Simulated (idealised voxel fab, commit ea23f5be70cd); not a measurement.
process module | voxel ribs on slabs
cross-section cut | 290 nm wide | cells 5 nm
A cross-section is a grid of square cells, given in bands from the top down. A band is one or more rows of cells.
Each band's line starts with the height of the band's top and of its bottom, in nm. Then come its materials from left to right, each with its width in nm. One material with "throughout" fills the band from edge to edge. "air" is empty space.
Height 0 is the level under which the wafer as received is all one material. The lowest band goes on downwards, as in "0 down".
A width such as "30 to 40" changes by the same amount from each row of cells to the next, from the band's top row to its bottom row.
"no change" after a step means that no cell of the cross-section changed.
closed voids: empty space of 8 cells or more with no open way to the top, each as width x height at its distance from the left edge, in nm
after a step's settings: what the simulator itself notes on the step
overlay nm, on a step with a mask: how far to the right of its planned place the mask lay; to the left if negative
plan
1 op RECEIVE | material Si
2 op DIRECTIONAL_DEP | material SiO2 | thk nm 25
3 op DIRECTIONAL_DEP | material SiN | thk nm 20
4 op DIRECTIONAL_DEP | material aC | thk nm 10
5 op PATTERN | tone cover | mask id RIB | material resist | width nm 30 | thk nm 30 | overlay nm 0
6 op DIRECTIONAL_ETCH | etch materials aC | depth nm 10
7 op STRIP | etch materials resist
8 op DIRECTIONAL_ETCH | etch materials SiN | depth nm 5
9 op STRIP | etch materials aC
10 op PATTERN | tone cover | mask id SLAB | material resist | width nm 90 | thk nm 15 | overlay nm 0
11 op DIRECTIONAL_ETCH | etch materials SiN | depth nm 15
12 op STRIP | etch materials resist
13 op FILL_DEP | material SiO2 | thk nm 20
14 op CMP | height nm 60
15 op DIRECTIONAL_DEP | material TiN | thk nm 10
16 op DIRECTIONAL_DEP | material aC | thk nm 10
17 op PATTERN | tone cover | mask id HEATER | material resist | width nm 40 | thk nm 25 | overlay nm 0
18 op DIRECTIONAL_ETCH | etch materials aC | depth nm 10
19 op STRIP | etch materials resist
20 op DIRECTIONAL_ETCH | etch materials TiN | depth nm 10
21 op STRIP | etch materials aC
22 op CONFORMAL_DEP | material SiN | thk nm 5
first wafer, as planned
as received, after step 1
  0 down: Si throughout
  closed voids: none
after step 2
  25 to 0: SiO2 throughout
  below 0: unchanged
after step 3
  45 to 25: SiN throughout
  below 25: unchanged
after step 4
  55 to 45: aC throughout
  below 45: unchanged
after step 5
  85 to 55: air 130 | resist 30 | air 130
  below 55: unchanged
after step 6
  75 to 55: air 130 | resist 30 | air 130
  55 to 45: air 130 | aC 30 | air 130
  below 45: unchanged
after step 7
  55 to 45: air 130 | aC 30 | air 130
  below 45: unchanged
after step 8
  55 to 45: air 130 | aC 30 | air 130
  45 to 40: air 130 | SiN 30 | air 130
  below 40: unchanged
after step 9
  45 to 40: air 130 | SiN 30 | air 130
  below 40: unchanged
after step 10
  60 to 45: air 100 | resist 90 | air 100
  45 to 40: air 100 | resist 30 | SiN 30 | resist 30 | air 100
  below 40: unchanged
after step 11
  60 to 45: air 100 | resist 90 | air 100
  45 to 40: air 100 | resist 30 | SiN 30 | resist 30 | air 100
  40 to 25: air 100 | SiN 90 | air 100
  below 25: unchanged
after step 12
  45 to 40: air 130 | SiN 30 | air 130
  below 40: unchanged
after step 13
  65 to 45: SiO2 throughout
  45 to 40: SiO2 130 | SiN 30 | SiO2 130
  40 to 25: SiO2 100 | SiN 90 | SiO2 100
  below 25: unchanged
after step 14
  60 to 45: SiO2 throughout
  below 45: unchanged
after step 15
  70 to 60: TiN throughout
  below 60: unchanged
after step 16
  80 to 70: aC throughout
  below 70: unchanged
after step 17
  105 to 80: air 125 | resist 40 | air 125
  below 80: unchanged
after step 18
  95 to 80: air 125 | resist 40 | air 125
  80 to 70: air 125 | aC 40 | air 125
  below 70: unchanged
after step 19
  80 to 70: air 125 | aC 40 | air 125
  below 70: unchanged
after step 20
  80 to 70: air 125 | aC 40 | air 125
  70 to 60: air 125 | TiN 40 | air 125
  below 60: unchanged
after step 21
  70 to 60: air 125 | TiN 40 | air 125
  below 60: unchanged
after step 22
  75 to 70: air 120 | SiN 50 | air 120
  70 to 65: air 120 | SiN 5 | TiN 40 | SiN 5 | air 120
  65 to 60: SiN 125 | TiN 40 | SiN 125
  below 60: unchanged
second wafer: like start, like plan, one mistake. Through step 1 it matches the first wafer
when step 2 should have ended
  20 to 0: SiN throughout
  below 0: unchanged
when step 3 should have ended
  45 to 20: SiO2 throughout
  below 20: unchanged
when step 4 should have ended
  55 to 45: aC throughout
  below 45: unchanged
when step 5 should have ended
  85 to 55: air 130 | resist 30 | air 130
  below 55: unchanged
when step 6 should have ended
  75 to 55: air 130 | resist 30 | air 130
  55 to 45: air 130 | aC 30 | air 130
  below 45: unchanged
when step 7 should have ended
  55 to 45: air 130 | aC 30 | air 130
  below 45: unchanged
when step 8 should have ended: no change
when step 9 should have ended
  45 to 20: SiO2 throughout
  below 20: unchanged
when step 10 should have ended
  60 to 45: air 100 | resist 90 | air 100
  below 45: unchanged
when step 11 should have ended: no change
when step 12 should have ended
  45 to 20: SiO2 throughout
  below 20: unchanged
when step 13 should have ended
  65 to 20: SiO2 throughout
  below 20: unchanged
when step 14 should have ended
  60 to 20: SiO2 throughout
  below 20: unchanged
when step 15 should have ended
  70 to 60: TiN throughout
  below 60: unchanged
when step 16 should have ended
  80 to 70: aC throughout
  below 70: unchanged
when step 17 should have ended
  105 to 80: air 125 | resist 40 | air 125
  below 80: unchanged
when step 18 should have ended
  95 to 80: air 125 | resist 40 | air 125
  80 to 70: air 125 | aC 40 | air 125
  below 70: unchanged
when step 19 should have ended
  80 to 70: air 125 | aC 40 | air 125
  below 70: unchanged
when step 20 should have ended
  80 to 70: air 125 | aC 40 | air 125
  70 to 60: air 125 | TiN 40 | air 125
  below 60: unchanged
when step 21 should have ended
  70 to 60: air 125 | TiN 40 | air 125
  below 60: unchanged
when step 22 should have ended
  75 to 70: air 120 | SiN 50 | air 120
  70 to 65: air 120 | SiN 5 | TiN 40 | SiN 5 | air 120
  65 to 60: SiN 125 | TiN 40 | SiN 125
  below 60: unchanged
what went wrong: steps 2 and 3 were swapped
at the end the second wafer has, in cells: 172 more of SiN | 172 fewer of SiO2
